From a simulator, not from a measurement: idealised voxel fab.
Title: Process Module voxel wiring stack
Shown is cross-section cut, with a width of 270 nm and square cells of size 5 nm.
In this document a cross-section is written as a grid of square cells. It is given as a series of bands, listed from the top down, and a band is one or more rows of cells.
First you get the band's top height and its bottom height, in nm, and then the materials it's made of, left to right, with each width in nm. If you see a single material with "everywhere", that one covers the band edge to edge. "air" is empty space.
Height datum 0, below which the as-received substrate wafer is one material. Lowest band open at the bottom, running downward: "0 nm and below".
Read "30->40" as a graded width: first number on top, second number at the bottom, same change between each pair of neighbouring rows.
Step note "nothing different" = no cross-section cell changed.
In the "Fully enclosed voids" entry, you get each enclosed empty space of 8 cells or more, one with no open way to the top, written width x height at distance, distance from the left edge, in nm.
Formally, on a step line, whatever follows the settings is a remark that the simulator itself makes on the step.
overlay nm: for a step with a mask, the amount by which the mask lay right of where it was planned; a negative amount means left of it.

### Set out below are the planned steps of the process
1: RECEIVE (material Si)
2: CONFORMAL_DEP (material SiO2; thk nm 15)
3: CONFORMAL_DEP (material SiN; thk nm 5)
4: DIRECTIONAL_DEP (material lowk; thk nm 25)
5: DIRECTIONAL_DEP (material aC; thk nm 15)
6: PATTERN (tone open; mask id METAL_1; material resist; width nm 30; pitch nm 50; thk nm 30; overlay nm 0)
7: DIRECTIONAL_ETCH (etch materials aC; depth nm 15)
8: STRIP (etch materials resist)
9: DIRECTIONAL_ETCH (etch materials lowk; depth nm 25)
10: DIRECTIONAL_ETCH (etch materials SiN; depth nm 5)
11: STRIP (etch materials aC)
12: CONFORMAL_DEP (material TiN; thk nm 5)
13: FILL_DEP (material Cu; thk nm 10)
14: CMP (height nm 45)
15: CONFORMAL_DEP (material SiCN; thk nm 5)
16: DIRECTIONAL_DEP (material SiO2; thk nm 15)
17: DIRECTIONAL_DEP (material aC; thk nm 15)
18: PATTERN (tone open; mask id PLUG_1; material resist; width nm 15; pitch nm 50; thk nm 30; overlay nm 0)
19: DIRECTIONAL_ETCH (etch materials aC; depth nm 15)
20: STRIP (etch materials resist)
21: DIRECTIONAL_ETCH (etch materials SiO2; depth nm 15)
22: DIRECTIONAL_ETCH (etch materials SiCN; depth nm 5)
23: STRIP (etch materials aC)
24: CONFORMAL_DEP (material TiN; thk nm 5)
25: FILL_DEP (material W; thk nm 5)
26: CMP (height nm 65)
27: DIRECTIONAL_DEP (material TiN; thk nm 5)
28: DIRECTIONAL_DEP (material Ru; thk nm 20)
29: MASKED_ETCH (tone cover; mask id METAL_2; width nm 30; pitch nm 50; etch materials Ru; depth nm 20; overlay nm 0)
30: MASKED_ETCH (tone cover; mask id METAL_2; width nm 30; pitch nm 50; etch materials TiN; depth nm 5; overlay nm 0)
31: FILL_DEP (material lowk; thk nm 10)
32: CMP (height nm 90)
33: CONFORMAL_DEP (material SiCN; thk nm 5)
34: DIRECTIONAL_DEP (material SiO2; thk nm 15)
35: DIRECTIONAL_DEP (material aC; thk nm 15)
36: PATTERN (tone open; mask id PLUG_2; material resist; width nm 15; thk nm 30; overlay nm 0)
37: DIRECTIONAL_ETCH (etch materials aC; depth nm 15)
38: STRIP (etch materials resist)
39: DIRECTIONAL_ETCH (etch materials SiO2; depth nm 15)
40: DIRECTIONAL_ETCH (etch materials SiCN; depth nm 5)
41: STRIP (etch materials aC)
42: CONFORMAL_DEP (material TiN; thk nm 5)
43: FILL_DEP (material W; thk nm 5)
44: CMP (height nm 110)
45: DIRECTIONAL_DEP (material TiN; thk nm 5)
46: DIRECTIONAL_DEP (material Ru; thk nm 15)
47: PATTERN (tone cover; mask id METAL_3; material resist; width nm 30; pitch nm 50; thk nm 15; overlay nm 0)
48: DIRECTIONAL_ETCH (etch materials Ru; depth nm 15)
49: DIRECTIONAL_ETCH (etch materials TiN; depth nm 5)
50: STRIP (etch materials resist)
51: CONFORMAL_DEP (material SiCN; thk nm 5)
52: FILL_DEP (material lowk; thk nm 10)
53: CMP (height nm 130)
54: CONFORMAL_DEP (material SiCN; thk nm 5)
All wafers enter the flow in the same state. The width nm at step 18 differs from wafer to wafer, and the plan gives the value for the first wafer.

### Cross-section: the first of several wafers in its as-received state, i.e. following step 1
* 0 nm and below  Si everywhere
* Fully enclosed voids: none

### Each row below is a wafer at the end of the module, listing for every material the number of cells it has gained (+) or lost (-) since it was received, followed by its closed voids
width nm 15 | +40 Cu | +84 Ru | +207 SiCN | +42 SiN | +459 SiO2 | +83 TiN | +9 W | +534 lowk | Fully enclosed voids: none
width nm 20 | +40 Cu | +84 Ru | +205 SiCN | +42 SiN | +453 SiO2 | +85 TiN | +15 W | +534 lowk | Fully enclosed voids: none
width nm 25 | +40 Cu | +84 Ru | +203 SiCN | +42 SiN | +447 SiO2 | +87 TiN | +21 W | +534 lowk | Fully enclosed voids: none
width nm 30 | +40 Cu | +84 Ru | +201 SiCN | +42 SiN | +441 SiO2 | +89 TiN | +27 W | +534 lowk | Fully enclosed voids: none
